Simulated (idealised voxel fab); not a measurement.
Process module in this document: voxel self aligned contacts
The figure presents cross-section cut, which has a width of 205 nm and is divided into square cells with an edge length of 5 nm.
Cross-section, as written here: a square-cell grid given band by band from the top down, where a band holds one or more rows of cells.
What a band's entry tells you: where the top is and where the bottom is, as heights in nm, and after that what lies inside, material by material from left to right, each with its width in nm. Empty space is written as the word "air", and a single material marked with the word "full width" occupies the band from edge to edge.
The level at which height equals 0 is the one under which the wafer, as it arrives, is entirely one material. No lower edge exists for the bottom band, which continues downward and is notated as in "0 nm and below".
A width given as "30 to 40" starts at the first number in the band's top row and ends at the second number in its bottom row, shifting by an equal amount at every step from row to row.
"everything unchanged" -> step changed no cross-section cell.
Under "Enclosed void catalog" you'll find the enclosed gaps, the ones with no way out to the top, that are 8 cells or bigger; each reads width x height at distance, with distance counted from the left edge, everything in nm.
It should be noted that, on the line of a given step, the content following the step's settings is a remark produced by the simulator itself with respect to that step.
You can add "overlay nm" to a step's line. For a step with a mask, it describes how far the mask lay to the right of its planned position, and a negative number describes a lay to the left.
## Listed below are the process steps as planned
| 1 | RECEIVE (material Si) |
| 2 | OXIDIZE (depth nm 5) |
| 3 | DIRECTIONAL_DEP (material polySi; thk nm 30) |
| 4 | DIRECTIONAL_DEP (material SiN; thk nm 20) |
| 5 | PATTERN (tone cover; mask id GATE; material resist; width nm 35; pitch nm 65; thk nm 20; overlay nm 0) |
| 6 | DIRECTIONAL_ETCH (etch materials SiN; depth nm 20) |
| 7 | DIRECTIONAL_ETCH (etch materials polySi; depth nm 30) |
| 8 | STRIP (etch materials resist) |
| 9 | CONFORMAL_DEP (material SiN; thk nm 5) |
| 10 | DIRECTIONAL_ETCH (etch materials SiN; depth nm 5) |
| 11 | FILL_DEP (material SiO2; thk nm 15) |
| 12 | CMP (height nm 55) |
| 13 | MASKED_ETCH (tone open; mask id CONTACT; width nm 50; pitch nm 65; etch materials SiO2; depth nm 60; overlay nm 0) |
| 14 | CONFORMAL_DEP (material TiN; thk nm 5) |
| 15 | FILL_DEP (material W; thk nm 5) |
| 16 | CMP (height nm 55) |
| 17 | CONFORMAL_DEP (material SiCN; thk nm 5) |
## As-received state of the wafer in cross-section, equivalent to post-step 1
* 0 nm and below | Si full width
* Enclosed void catalog: none
## Post-module cross-section of the first of two wafers (run per plan)
* 60 nm to 55 nm | SiCN full width
* 55 nm to 50 nm | SiO2 (45); TiN (20); W (10); TiN (20); SiO2 (15); TiN (20); W (10); TiN (20); SiO2 (45)
* 50 nm to 30 nm | SiO2 (15); SiN (45); TiN (5); W (10); TiN (5); SiN (45); TiN (5); W (10); TiN (5); SiN (45); SiO2 (15)
* 30 nm to 0 nm | SiO2 (15); SiN (5); polySi (35); SiN (5); TiN (5); W (10); TiN (5); SiN (5); polySi (35); SiN (5); TiN (5); W (10); TiN (5); SiN (5); polySi (35); SiN (5); SiO2 (15)
* 0 nm to -5 nm | SiO2 (60); TiN (20); SiO2 (45); TiN (20); SiO2 (60)
* -5 nm and below | Si full width
* Enclosed void catalog: none
## Here is the second of the two wafers cut open at the end of the module - same start, same plan as the first one, but we made one mistake running it
* 60 nm to 55 nm | SiCN full width
* 55 nm to 50 nm | SiO2 (45); TiN (20); W (10); TiN (20); SiO2 (15); TiN (20); W (10); TiN (20); SiO2 (45)
* 50 nm to 30 nm | SiO2 (15); SiN (45); TiN (5); W (10); TiN (5); SiN (45); TiN (5); W (10); TiN (5); SiN (45); SiO2 (15)
* 30 nm to 10 nm | SiO2 (15); SiN (5); polySi (35); SiN (5); TiN (5); W (10); TiN (5); SiN (5); polySi (35); SiN (5); TiN (5); W (10); TiN (5); SiN (5); polySi (35); SiN (5); SiO2 (15)
* 10 nm to 5 nm | SiO2 (15); SiN (5); polySi (35); SiN (5); TiN (20); SiN (5); polySi (35); SiN (5); TiN (20); SiN (5); polySi (35); SiN (5); SiO2 (15)
* 5 nm to 0 nm | SiN (20); polySi (35); SiN (30); polySi (35); SiN (30); polySi (35); SiN (20)
* 0 nm to -5 nm | SiO2 full width
* -5 nm and below | Si full width
* Enclosed void catalog: none
Against the plan, the run slipped here: steps 9 and 10 of the plan were run in the wrong order, each in the other's place
Materials where the second wafer ends with more or fewer cells than the first: SiN +14; SiO2 +2; TiN -8; W -8
